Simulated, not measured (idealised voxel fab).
The process module that follows is named voxel self aligned contacts.
Each square cell in cross-section cut measures 5 nm, and the section as a whole is 250 nm wide.
Just so we're on the same page, the cross-sections are grids of square cells, and they're listed out in bands top to bottom, each band one or more rows deep.
Within each band entry, the heights of the top and of the bottom of the band appear first, in that order and in nm; the materials of the band then follow from left to right, each with its corresponding width in nm. The designation "everywhere" on a single material indicates that it fills the band from edge to edge; the designation "air" indicates empty space.
For the purposes of this specification, 0 denotes the height below which the wafer in its as-received condition is composed wholly of one material, and the lowermost band, lacking a lower limit, extends downward without end, as expressed in "z 0 and below".
Think of "30 to 40" as a width that walks from the first number to the second as you go down the band, top row to bottom row, taking equal-sized steps from row to row.
"remained the same" (step): cross-section cells unchanged, all of them.
Basically, "Closed void register" tells you about the enclosed voids: empty spaces with no open way to the top, 8 cells or bigger, each written width x height at distance, where distance is from the left edge, all in nm.
On a step's line, text after the settings is the simulator commenting on that step.
On any step carrying a mask, the "overlay nm" setting, if present on the step's line, tells how far right of its planned place the mask lay; negative values point to the left.

[List of planned process steps]
1: RECEIVE with material Si
2: OXIDIZE with depth nm 5
3: DIRECTIONAL_DEP with material polySi, thk nm 30
4: DIRECTIONAL_DEP with material SiN, thk nm 20
5: PATTERN with tone cover, mask id GATE, material resist, width nm 25, pitch nm 60, thk nm 15, overlay nm 0
6: DIRECTIONAL_ETCH with etch materials SiN, depth nm 20
7: DIRECTIONAL_ETCH with etch materials polySi, depth nm 30
8: STRIP with etch materials resist
9: CONFORMAL_DEP with material SiN, thk nm 10
10: DIRECTIONAL_ETCH with etch materials SiN, depth nm 10
11: FILL_DEP with material SiO2, thk nm 10
12: CMP with height nm 55
13: DIRECTIONAL_DEP with material aC, thk nm 15
14: PATTERN with tone open, mask id CONTACT, material resist, width nm 45, thk nm 35, overlay nm 0
15: DIRECTIONAL_ETCH with etch materials aC, depth nm 15
16: STRIP with etch materials resist
17: DIRECTIONAL_ETCH with etch materials SiO2, depth nm 60
18: STRIP with etch materials aC
19: CONFORMAL_DEP with material TiN, thk nm 5
20: FILL_DEP with material W, thk nm 10
21: CMP with height nm 55
22: CONFORMAL_DEP with material SiCN, thk nm 5

[Run as planned: first of two wafers]

[As-received state of the wafer in cross-section, equivalent to post-step 1]
z 0 and below  Si everywhere
Closed void register: none

[You're looking at a cross-section of the wafer after step 2]
z 0 to -5  SiO2 everywhere
Under the height -5 nothing was changed.

[You're looking at a cross-section of the wafer after step 3]
z 30 to 0  polySi everywhere
Under the height 0 nothing was changed.

[You're looking at a cross-section of the wafer after step 4]
z 50 to 30  SiN everywhere
Under the height 30 nothing was changed.

[You're looking at a cross-section of the wafer after step 5]
z 65 to 50  air 80, then resist 25, then air 35, then resist 25, then air 85
Under the height 50 nothing was changed.

[You're looking at a cross-section of the wafer after step 6]
z 65 to 50  air 80, then resist 25, then air 35, then resist 25, then air 85
z 50 to 30  air 80, then SiN 25, then air 35, then SiN 25, then air 85
Under the height 30 nothing was changed.

[You're looking at a cross-section of the wafer after step 7]
z 65 to 50  air 80, then resist 25, then air 35, then resist 25, then air 85
z 50 to 30  air 80, then SiN 25, then air 35, then SiN 25, then air 85
z 30 to 0  air 80, then polySi 25, then air 35, then polySi 25, then air 85
Under the height 0 nothing was changed.

[You're looking at a cross-section of the wafer after step 8]
z 50 to 30  air 80, then SiN 25, then air 35, then SiN 25, then air 85
Under the height 30 nothing was changed.

[You're looking at a cross-section of the wafer after step 9]
z 60 to 30  air 70, then SiN 45, then air 15, then SiN 45, then air 75
z 30 to 10  air 70, then SiN 10, then polySi 25, then SiN 10, then air 15, then SiN 10, then polySi 25, then SiN 10, then air 75
z 10 to 0  SiN 80, then polySi 25, then SiN 35, then polySi 25, then SiN 85
Under the height 0 nothing was changed.

[You're looking at a cross-section of the wafer after step 10]
z 50 to 30  air 70, then SiN 45, then air 15, then SiN 45, then air 75
z 30 to 0  air 70, then SiN 10, then polySi 25, then SiN 10, then air 15, then SiN 10, then polySi 25, then SiN 10, then air 75
Under the height 0 nothing was changed.

[You're looking at a cross-section of the wafer after step 11]
z 60 to 50  SiO2 everywhere
z 50 to 30  SiO2 70, then SiN 45, then SiO2 15, then SiN 45, then SiO2 75
z 30 to 0  SiO2 70, then SiN 10, then polySi 25, then SiN 10, then SiO2 15, then SiN 10, then polySi 25, then SiN 10, then SiO2 75
Under the height 0 nothing was changed.

[You're looking at a cross-section of the wafer after step 12]
z 55 to 50  SiO2 everywhere
Under the height 50 nothing was changed.

[You're looking at a cross-section of the wafer after step 13]
z 70 to 55  aC everywhere
Under the height 55 nothing was changed.

[You're looking at a cross-section of the wafer after step 14]
z 105 to 70  resist 100, then air 45, then resist 105
Under the height 70 nothing was changed.

[You're looking at a cross-section of the wafer after step 15]
z 90 to 70  resist 100, then air 45, then resist 105
z 70 to 55  aC 100, then air 45, then aC 105
Under the height 55 nothing was changed.

[You're looking at a cross-section of the wafer after step 16]
z 70 to 55  aC 100, then air 45, then aC 105
Under the height 55 nothing was changed.

[You're looking at a cross-section of the wafer after step 17]
z 70 to 55  aC 100, then air 45, then aC 105
z 55 to 50  SiO2 100, then air 45, then SiO2 105
z 50 to 30  SiO2 70, then SiN 45, then air 15, then SiN 45, then SiO2 75
z 30 to 0  SiO2 70, then SiN 10, then polySi 25, then SiN 10, then air 15, then SiN 10, then polySi 25, then SiN 10, then SiO2 75
z 0 to -5  SiO2 115, then air 15, then SiO2 120
Under the height -5 nothing was changed.

[You're looking at a cross-section of the wafer after step 18]
z 55 to 50  SiO2 100, then air 45, then SiO2 105
Under the height 50 nothing was changed.

[You're looking at a cross-section of the wafer after step 19]
z 60 to 55  TiN 105, then air 35, then TiN 110
z 55 to 50  SiO2 100, then TiN 20, then air 5, then TiN 20, then SiO2 105
z 50 to 30  SiO2 70, then SiN 45, then TiN 5, then air 5, then TiN 5, then SiN 45, then SiO2 75
z 30 to 0  SiO2 70, then SiN 10, then polySi 25, then SiN 10, then TiN 5, then air 5, then TiN 5, then SiN 10, then polySi 25, then SiN 10, then SiO2 75
z 0 to -5  SiO2 115, then TiN 15, then SiO2 120
Under the height -5 nothing was changed.

[You're looking at a cross-section of the wafer after step 20]
z 70 to 60  W everywhere
z 60 to 55  TiN 105, then W 35, then TiN 110
z 55 to 50  SiO2 100, then TiN 20, then W 5, then TiN 20, then SiO2 105
z 50 to 30  SiO2 70, then SiN 45, then TiN 5, then W 5, then TiN 5, then SiN 45, then SiO2 75
z 30 to 0  SiO2 70, then SiN 10, then polySi 25, then SiN 10, then TiN 5, then W 5, then TiN 5, then SiN 10, then polySi 25, then SiN 10, then SiO2 75
Under the height 0 nothing was changed.

[You're looking at a cross-section of the wafer after step 21]
z 55 to 50  SiO2 100, then TiN 20, then W 5, then TiN 20, then SiO2 105
Under the height 50 nothing was changed.

[You're looking at a cross-section of the wafer after step 22]
z 60 to 55  SiCN everywhere
Under the height 55 nothing was changed.

[Now the other wafer: same start, same recipe, but we messed up one thing when running it. Up to and including step 4 it's the same as the first one]

[when step 5 should have ended]
z 65 to 50  air 80, then resist 30, then air 30, then resist 30, then air 80
Under the height 50 nothing was changed.

[when step 6 should have ended]
z 65 to 50  air 80, then resist 30, then air 30, then resist 30, then air 80
z 50 to 30  air 80, then SiN 30, then air 30, then SiN 30, then air 80
Under the height 30 nothing was changed.

[when step 7 should have ended]
z 65 to 50  air 80, then resist 30, then air 30, then resist 30, then air 80
z 50 to 30  air 80, then SiN 30, then air 30, then SiN 30, then air 80
z 30 to 0  air 80, then polySi 30, then air 30, then polySi 30, then air 80
Under the height 0 nothing was changed.

[when step 8 should have ended]
z 50 to 30  air 80, then SiN 30, then air 30, then SiN 30, then air 80
Under the height 30 nothing was changed.

[when step 9 should have ended]
z 60 to 30  air 70, then SiN 50, then air 10, then SiN 50, then air 70
z 30 to 10  air 70, then SiN 10, then polySi 30, then SiN 10, then air 10, then SiN 10, then polySi 30, then SiN 10, then air 70
z 10 to 0  SiN 80, then polySi 30, then SiN 30, then polySi 30, then SiN 80
Under the height 0 nothing was changed.

[when step 10 should have ended]
z 50 to 30  air 70, then SiN 50, then air 10, then SiN 50, then air 70
z 30 to 0  air 70, then SiN 10, then polySi 30, then SiN 10, then air 10, then SiN 10, then polySi 30, then SiN 10, then air 70
Under the height 0 nothing was changed.

[when step 11 should have ended]
z 60 to 50  SiO2 everywhere
z 50 to 30  SiO2 70, then SiN 50, then SiO2 10, then SiN 50, then SiO2 70
z 30 to 0  SiO2 70, then SiN 10, then polySi 30, then SiN 10, then SiO2 10, then SiN 10, then polySi 30, then SiN 10, then SiO2 70
Under the height 0 nothing was changed.

[when step 12 should have ended]
z 55 to 50  SiO2 everywhere
Under the height 50 nothing was changed.

[when step 13 should have ended]
z 70 to 55  aC everywhere
Under the height 55 nothing was changed.

[when step 14 should have ended]
z 105 to 70  resist 100, then air 45, then resist 105
Under the height 70 nothing was changed.

[when step 15 should have ended]
z 90 to 70  resist 100, then air 45, then resist 105
z 70 to 55  aC 100, then air 45, then aC 105
Under the height 55 nothing was changed.

[when step 16 should have ended]
z 70 to 55  aC 100, then air 45, then aC 105
Under the height 55 nothing was changed.

[when step 17 should have ended]
z 70 to 55  aC 100, then air 45, then aC 105
z 55 to 50  SiO2 100, then air 45, then SiO2 105
z 50 to 30  SiO2 70, then SiN 50, then air 10, then SiN 50, then SiO2 70
z 30 to 0  SiO2 70, then SiN 10, then polySi 30, then SiN 10, then air 10, then SiN 10, then polySi 30, then SiN 10, then SiO2 70
z 0 to -5  SiO2 120, then air 10, then SiO2 120
Under the height -5 nothing was changed.

[when step 18 should have ended]
z 55 to 50  SiO2 100, then air 45, then SiO2 105
Under the height 50 nothing was changed.

[when step 19 should have ended]
z 60 to 55  TiN 105, then air 35, then TiN 110
z 55 to 50  SiO2 100, then TiN 45, then SiO2 105
z 50 to 30  SiO2 70, then SiN 50, then TiN 10, then SiN 50, then SiO2 70
z 30 to 0  SiO2 70, then SiN 10, then polySi 30, then SiN 10, then TiN 10, then SiN 10, then polySi 30, then SiN 10, then SiO2 70
z 0 to -5  SiO2 120, then TiN 10, then SiO2 120
Under the height -5 nothing was changed.

[when step 20 should have ended]
z 70 to 60  W everywhere
z 60 to 55  TiN 105, then W 35, then TiN 110
Under the height 55 nothing was changed.

[when step 21 should have ended]
z 55 to 50  SiO2 100, then TiN 45, then SiO2 105
Under the height 50 nothing was changed.

[when step 22 should have ended]
z 60 to 55  SiCN everywhere
Under the height 55 nothing was changed.
In executing the process, a mistake was made relative to the plan: note that step 5 departed from the planned setting and was carried out as PATTERN with tone cover, mask id GATE, material resist, width nm 30, pitch nm 60, thk nm 15, overlay nm 0
End check, counted in cells, second wafer has more or fewer of these materials than the first: +8 SiN; -9 SiO2; -11 W; +12 polySi
